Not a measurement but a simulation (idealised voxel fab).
process module | voxel transistor to metal
cross-section cut | 155 nm wide | cells 5 nm
A cross-section is a grid of square cells, given in bands from the top down. A band is one or more rows of cells.
Each band's line starts with the height of the band's top and of its bottom, in nm. Then come its materials from left to right, each with its width in nm. One material with "throughout" fills the band from edge to edge. "air" is empty space.
Height 0 is the level under which the wafer as received is all one material. The lowest band goes on downwards, as in "0 down".
A width such as "30 to 40" changes by the same amount from each row of cells to the next, from the band's top row to its bottom row.
"no change" after a step means that no cell of the cross-section changed.
closed voids: empty space of 8 cells or more with no open way to the top, each as width x height at its distance from the left edge, in nm
after a step's settings: what the simulator itself notes on the step
overlay nm, on a step with a mask: how far to the right of its planned place the mask lay; to the left if negative
plan
1 op RECEIVE | material Si
2 op OXIDIZE | depth nm 5
3 op CONFORMAL_DEP | material SiN | thk nm 10
4 op PATTERN | tone cover | mask id ACTIVE | material resist | width nm 110 | thk nm 15 | overlay nm 0
5 op DIRECTIONAL_ETCH | etch materials SiN | depth nm 10
6 op DIRECTIONAL_ETCH | etch materials SiO2 | depth nm 5
7 op DIRECTIONAL_ETCH | etch materials Si | depth nm 20
8 op STRIP | etch materials resist
9 op OXIDIZE | depth nm 5
10 op FILL_DEP | material SiO2 | thk nm 5
11 op CMP | height nm 10
12 op SELECTIVE_ETCH | etch materials SiO2 | depth nm 5
13 op STRIP | etch materials SiN
14 op SELECTIVE_ETCH | etch materials SiO2 | depth nm 5
15 op OXIDIZE | depth nm 5
16 op DIRECTIONAL_DEP | material polySi | thk nm 25
17 op DIRECTIONAL_DEP | material SiCN | thk nm 15
18 op DIRECTIONAL_DEP | material aC | thk nm 10
19 op PATTERN | tone cover | mask id GATE | material resist | width nm 30 | thk nm 30 | overlay nm 0
20 op DIRECTIONAL_ETCH | etch materials aC | depth nm 10
21 op STRIP | etch materials resist
22 op DIRECTIONAL_ETCH | etch materials SiCN | depth nm 25
23 op DIRECTIONAL_ETCH | etch materials polySi | depth nm 35
24 op STRIP | etch materials aC
25 op CONFORMAL_DEP | material SiO2 | thk nm 5
26 op DIRECTIONAL_ETCH | etch materials SiO2 | depth nm 5
27 op CONFORMAL_DEP | material SiN | thk nm 5
28 op DIRECTIONAL_ETCH | etch materials SiN | depth nm 5
29 op DIRECTIONAL_ETCH | etch materials SiO2 | depth nm 5
30 op DIRECTIONAL_ETCH | etch materials Si | depth nm 5
31 op EPI | material pSi | thk nm 10
32 op FILL_DEP | material SiO2 | thk nm 5
33 op CMP | height nm 20
34 op STRIP | etch materials polySi
35 op SELECTIVE_ETCH | etch materials SiO2 | depth nm 5
36 op CONFORMAL_DEP | material HfO2 | thk nm 5
37 op CONFORMAL_DEP | material TiN | thk nm 5
38 op FILL_DEP | material W | thk nm 5
39 op CMP | height nm 15
40 op DIRECTIONAL_DEP | material SiO2 | thk nm 10
41 op PATTERN | tone open | mask id CONTACT | material resist | width nm 20 | pitch nm 80 | thk nm 20 | overlay nm 0
42 op DIRECTIONAL_ETCH | etch materials SiO2 | depth nm 30
43 op STRIP | etch materials resist
44 op CONFORMAL_DEP | material TiN | thk nm 5
45 op FILL_DEP | material W | thk nm 10
46 op CMP | height nm 25
47 op DIRECTIONAL_DEP | material TiN | thk nm 5
48 op DIRECTIONAL_DEP | material W | thk nm 25
49 op PATTERN | tone cover | mask id METAL_1 | material resist | width nm 20 | pitch nm 80 | thk nm 20 | overlay nm 0
50 op DIRECTIONAL_ETCH | etch materials W | depth nm 25
51 op DIRECTIONAL_ETCH | etch materials TiN | depth nm 5
52 op STRIP | etch materials resist
53 op CONFORMAL_DEP | material SiN | thk nm 5
54 op FILL_DEP | material SiO2 | thk nm 5
55 op CMP | height nm 55
56 op CONFORMAL_DEP | material SiCN | thk nm 5
57 op DIRECTIONAL_DEP | material SiO2 | thk nm 35
58 op DIRECTIONAL_DEP | material aC | thk nm 10
59 op PATTERN | tone open | mask id METAL_2 | material resist | width nm 20 | pitch nm 80 | thk nm 30 | overlay nm 0
60 op DIRECTIONAL_ETCH | etch materials aC | depth nm 10
61 op STRIP | etch materials resist
62 op DIRECTIONAL_ETCH | etch materials SiO2 | depth nm 20
63 op STRIP | etch materials aC
64 op DIRECTIONAL_DEP | material aC | thk nm 15
65 op PATTERN | tone open | mask id METAL_2_HOLES | material resist | width nm 15 | pitch nm 80 | thk nm 30 | overlay nm 0
66 op DIRECTIONAL_ETCH | etch materials aC | depth nm 15
67 op STRIP | etch materials resist
68 op DIRECTIONAL_ETCH | etch materials SiO2 | depth nm 15
69 op DIRECTIONAL_ETCH | etch materials SiCN | depth nm 5
70 op STRIP | etch materials aC
71 op CONFORMAL_DEP | material TiN | thk nm 5
72 op FILL_DEP | material Cu | thk nm 10
73 op CMP | height nm 95
74 op CONFORMAL_DEP | material SiCN | thk nm 5
as received, after step 1
  0 down: Si throughout
  closed voids: none
a wafer at the end: this start, this plan, one mistake
  115 to 110: SiCN throughout
  110 to 100: Cu throughout
  100 to 95: TiN 30 | Cu 10 | TiN 70 | Cu 10 | TiN 35
  95 to 80: SiO2 25 | TiN 5 | Cu 10 | TiN 5 | SiO2 60 | TiN 5 | Cu 10 | TiN 5 | SiO2 30
  80 to 75: SiO2 25 | TiN 5 | Cu 5 | TiN 10 | SiO2 60 | TiN 5 | Cu 5 | TiN 10 | SiO2 30
  75 to 60: SiO2 25 | TiN 5 | Cu 5 | TiN 5 | SiO2 65 | TiN 5 | Cu 5 | TiN 5 | SiO2 35
  60 to 55: SiCN 25 | TiN 15 | SiCN 65 | TiN 15 | SiCN 35
  55 to 30: SiO2 20 | SiN 5 | W 20 | SiN 5 | SiO2 50 | SiN 5 | W 20 | SiN 5 | SiO2 25
  30 to 25: SiN 25 | TiN 20 | SiN 60 | TiN 20 | SiN 30
  25 to 15: SiO2 25 | TiN 5 | W 10 | TiN 5 | SiO2 60 | TiN 5 | W 10 | TiN 5 | SiO2 30
  15 to 5: SiO2 25 | TiN 5 | W 10 | TiN 5 | SiO2 5 | SiN 5 | HfO2 5 | TiN 5 | W 20 | TiN 5 | HfO2 5 | SiN 5 | SiO2 5 | TiN 5 | W 10 | TiN 5 | SiO2 30
  5 to 0: SiO2 25 | TiN 5 | W 5 | TiN 10 | SiO2 5 | SiN 5 | HfO2 5 | TiN 5 | W 20 | TiN 5 | HfO2 5 | SiN 5 | SiO2 5 | TiN 10 | W 5 | TiN 5 | SiO2 30
  0 to -5: SiO2 20 | SiN 5 | TiN 15 | pSi 10 | SiN 5 | HfO2 5 | TiN 30 | HfO2 5 | SiN 5 | pSi 10 | TiN 15 | SiN 5 | SiO2 25
  -5 to -10: SiO2 25 | pSi 25 | SiO2 5 | HfO2 40 | SiO2 5 | pSi 25 | SiO2 30
  -10 to -15: SiO2 25 | pSi 25 | Si 50 | pSi 25 | SiO2 30
  -15 to -30: SiO2 25 | Si 100 | SiO2 30
  -30 down: Si throughout
  closed voids: none
what went wrong: step 73 was left out
